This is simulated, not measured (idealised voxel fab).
process module | voxel gate over fins
cross-section cut | 230 nm wide | cells 5 nm
A cross-section is a grid of square cells, given in bands from the top down. A band is one or more rows of cells.
Each band's line starts with the height of the band's top and of its bottom, in nm. Then come its materials from left to right, each with its width in nm. One material with "throughout" fills the band from edge to edge. "air" is empty space.
Height 0 is the level under which the wafer as received is all one material. The lowest band goes on downwards, as in "0 down".
A width such as "30 to 40" changes by the same amount from each row of cells to the next, from the band's top row to its bottom row.
"no change" after a step means that no cell of the cross-section changed.
closed voids: empty space of 8 cells or more with no open way to the top, each as width x height at its distance from the left edge, in nm
after a step's settings: what the simulator itself notes on the step
overlay nm, on a step with a mask: how far to the right of its planned place the mask lay; to the left if negative
plan
1 op RECEIVE | material Si
2 op CONFORMAL_DEP | material SiN | thk nm 5
3 op MASKED_ETCH | tone cover | mask id FINS | width nm 15 | pitch nm 35 | etch materials SiN | depth nm 5 | overlay nm 0
4 op MASKED_ETCH | tone cover | mask id FINS | width nm 15 | pitch nm 35 | etch materials Si | depth nm 40 | overlay nm 0
5 op OXIDIZE | depth nm 5
6 op FILL_DEP | material SiO2 | thk nm 10
7 op CMP | height nm 5
8 op SELECTIVE_ETCH | etch materials SiO2 | depth nm 20
9 op STRIP | etch materials SiN
10 op CONFORMAL_DEP | material HfO2 | thk nm 5
11 op CONFORMAL_DEP | material TiN | thk nm 5
12 op FILL_DEP | material W | thk nm 15
13 op CMP | height nm 20
14 op CONFORMAL_DEP | material SiCN | thk nm 5
first wafer, as planned
as received, after step 1
  0 down: Si throughout
  closed voids: none
after step 2
  5 to 0: SiN throughout
  below 0: unchanged
after step 3
  5 to 0: air 70 | SiN 15 | air 20 | SiN 15 | air 20 | SiN 15 | air 75
  below 0: unchanged
after step 4
  5 to 0: air 70 | SiN 15 | air 20 | SiN 15 | air 20 | SiN 15 | air 75
  0 to -40: air 70 | Si 15 | air 20 | Si 15 | air 20 | Si 15 | air 75
  below -40: unchanged
after step 5
  5 to 0: air 70 | SiN 15 | air 20 | SiN 15 | air 20 | SiN 15 | air 75
  0 to -40: air 70 | SiO2 5 | Si 5 | SiO2 5 | air 20 | SiO2 5 | Si 5 | SiO2 5 | air 20 | SiO2 5 | Si 5 | SiO2 5 | air 75
  -40 to -45: SiO2 75 | Si 5 | SiO2 30 | Si 5 | SiO2 30 | Si 5 | SiO2 80
  below -45: unchanged
after step 6
  15 to 5: SiO2 throughout
  5 to 0: SiO2 70 | SiN 15 | SiO2 20 | SiN 15 | SiO2 20 | SiN 15 | SiO2 75
  0 to -45: SiO2 75 | Si 5 | SiO2 30 | Si 5 | SiO2 30 | Si 5 | SiO2 80
  below -45: unchanged
after step 7
  5 to 0: SiO2 70 | SiN 15 | SiO2 20 | SiN 15 | SiO2 20 | SiN 15 | SiO2 75
  below 0: unchanged
after step 8
  5 to 0: air 70 | SiN 15 | air 20 | SiN 15 | air 20 | SiN 15 | air 75
  0 to -15: air 75 | Si 5 | air 30 | Si 5 | air 30 | Si 5 | air 80
  below -15: unchanged
after step 9
  0 to -15: air 75 | Si 5 | air 30 | Si 5 | air 30 | Si 5 | air 80
  below -15: unchanged
after step 10
  5 to 0: air 70 | HfO2 15 | air 20 | HfO2 15 | air 20 | HfO2 15 | air 75
  0 to -10: air 70 | HfO2 5 | Si 5 | HfO2 5 | air 20 | HfO2 5 | Si 5 | HfO2 5 | air 20 | HfO2 5 | Si 5 | HfO2 5 | air 75
  -10 to -15: HfO2 75 | Si 5 | HfO2 30 | Si 5 | HfO2 30 | Si 5 | HfO2 80
  below -15: unchanged
after step 11
  10 to 5: air 65 | TiN 25 | air 10 | TiN 25 | air 10 | TiN 25 | air 70
  5 to 0: air 65 | TiN 5 | HfO2 15 | TiN 5 | air 10 | TiN 5 | HfO2 15 | TiN 5 | air 10 | TiN 5 | HfO2 15 | TiN 5 | air 70
  0 to -5: air 65 | TiN 5 | HfO2 5 | Si 5 | HfO2 5 | TiN 5 | air 10 | TiN 5 | HfO2 5 | Si 5 | HfO2 5 | TiN 5 | air 10 | TiN 5 | HfO2 5 | Si 5 | HfO2 5 | TiN 5 | air 70
  -5 to -10: TiN 70 | HfO2 5 | Si 5 | HfO2 5 | TiN 20 | HfO2 5 | Si 5 | HfO2 5 | TiN 20 | HfO2 5 | Si 5 | HfO2 5 | TiN 75
  below -10: unchanged
after step 12
  25 to 10: W throughout
  10 to 5: W 65 | TiN 25 | W 10 | TiN 25 | W 10 | TiN 25 | W 70
  5 to 0: W 65 | TiN 5 | HfO2 15 | TiN 5 | W 10 | TiN 5 | HfO2 15 | TiN 5 | W 10 | TiN 5 | HfO2 15 | TiN 5 | W 70
  0 to -5: W 65 | TiN 5 | HfO2 5 | Si 5 | HfO2 5 | TiN 5 | W 10 | TiN 5 | HfO2 5 | Si 5 | HfO2 5 | TiN 5 | W 10 | TiN 5 | HfO2 5 | Si 5 | HfO2 5 | TiN 5 | W 70
  below -5: unchanged
after step 13
  20 to 10: W throughout
  below 10: unchanged
after step 14
  25 to 20: SiCN throughout
  below 20: unchanged
second wafer: like start, like plan, one mistake. Through step 13 it matches the first wafer
when step 14 should have ended
  35 to 20: SiCN throughout
  below 20: unchanged
what went wrong: step 14 ran as: op CONFORMAL_DEP | material SiCN | thk nm 15
at the end the second wafer has, in cells: 92 more of SiCN
